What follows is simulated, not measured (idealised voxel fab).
The following is a process module called voxel wiring stack.
The cross-section on display is named cut; it measures 270 nm wide, and its cells are 5 nm squares.
Heads up, the way a cross-section reads in here is a grid of square cells, handed over as bands from the top down, with every band being one or more rows of cells. Band: top and bottom heights (nm) first, top before bottom; then materials from left to right, widths in nm. "throughout" marks a sole material filling the band edge to edge. "blank" denotes empty space. It should be noted that heights are counted from 0, beneath which the wafer as supplied is of one material throughout, and that the lowest band possesses no lower boundary but continues downward, as written in "0 and below". The notation "30 to 40" denotes a width that varies across the rows of cells in the band, beginning at the first number in the top row, finishing at the second number in the bottom row, and changing by an identical amount from each row to the next. Reading "all unchanged" for a step: not a cell of the cross-section changed in it. If an empty space has no open way to the top and is at least 8 cells in size, "Enclosed internal cavities" lists it, written width x height at distance, where distance is measured from the left edge and every value is in nm. Where a step's line continues beyond its settings, the continuation is a remark by the simulator itself on that step. The optional step-line setting "overlay nm" applies to steps with a mask and quantifies how far to the right of its planned location the mask lay, a negative value indicating leftward placement.

### These are the steps we planned for the process
| 1 | RECEIVE [material Si] |
| 2 | CONFORMAL_DEP [material SiO2] [thk nm 15] |
| 3 | CONFORMAL_DEP [material SiCN] [thk nm 5] |
| 4 | DIRECTIONAL_DEP [material SiO2] [thk nm 25] |
| 5 | MASKED_ETCH [tone open] [mask id METAL_1] [width nm 20] [pitch nm 40] [etch materials SiO2] [depth nm 25] [overlay nm 0] |
| 6 | MASKED_ETCH [tone open] [mask id METAL_1] [width nm 15] [pitch nm 40] [etch materials SiCN] [depth nm 5] [overlay nm 0] |
| 7 | CONFORMAL_DEP [material TiN] [thk nm 5] |
| 8 | FILL_DEP [material Cu] [thk nm 5] |
| 9 | CMP [height nm 45] |
| 10 | EPI [material Ru] [thk nm 5] |
| 11 | FILL_DEP [material SiCN] [thk nm 5] |
| 12 | DIRECTIONAL_DEP [material lowk] [thk nm 10] |
| 13 | MASKED_ETCH [tone open] [mask id PLUG_1] [width nm 15] [pitch nm 40] [etch materials lowk] [depth nm 10] [overlay nm 0] |
| 14 | MASKED_ETCH [tone open] [mask id PLUG_1] [width nm 15] [pitch nm 40] [etch materials SiCN] [depth nm 5] [overlay nm 0] |
| 15 | CONFORMAL_DEP [material TiN] [thk nm 5] |
| 16 | FILL_DEP [material W] [thk nm 10] |
| 17 | CMP [height nm 65] |
| 18 | DIRECTIONAL_DEP [material TiN] [thk nm 5] |
| 19 | DIRECTIONAL_DEP [material W] [thk nm 25] |
| 20 | MASKED_ETCH [tone cover] [mask id METAL_2] [width nm 20] [pitch nm 40] [etch materials W] [depth nm 25] [overlay nm 0] |
| 21 | MASKED_ETCH [tone cover] [mask id METAL_2] [width nm 20] [pitch nm 40] [etch materials TiN] [depth nm 5] [overlay nm 0] |
| 22 | CONFORMAL_DEP [material SiCN] [thk nm 5] |
| 23 | FILL_DEP [material lowk] [thk nm 10] |
| 24 | CMP [height nm 95] |
| 25 | CONFORMAL_DEP [material SiCN] [thk nm 5] |
The width nm used in step 6 is not the same on every wafer, whereas the starting condition is; the value printed in the plan is the first wafer's.

### Cross-section of the first incoming wafer of several, state after step 1
- 0 and below  Si throughout
- Enclosed internal cavities: none

### End of module, by wafer: material-by-material cell gain (+) or loss (-) since receipt, then closed voids
width nm 15, +18 Cu, +12 Ru, +258 SiCN, +392 SiO2, +50 TiN, +44 W, +306 lowk, Enclosed internal cavities: none
width nm 20, +20 Cu, +12 Ru, +256 SiCN, +392 SiO2, +50 TiN, +44 W, +306 lowk, Enclosed internal cavities: none
width nm 25, +20 Cu, +12 Ru, +256 SiCN, +392 SiO2, +50 TiN, +44 W, +306 lowk, Enclosed internal cavities: none
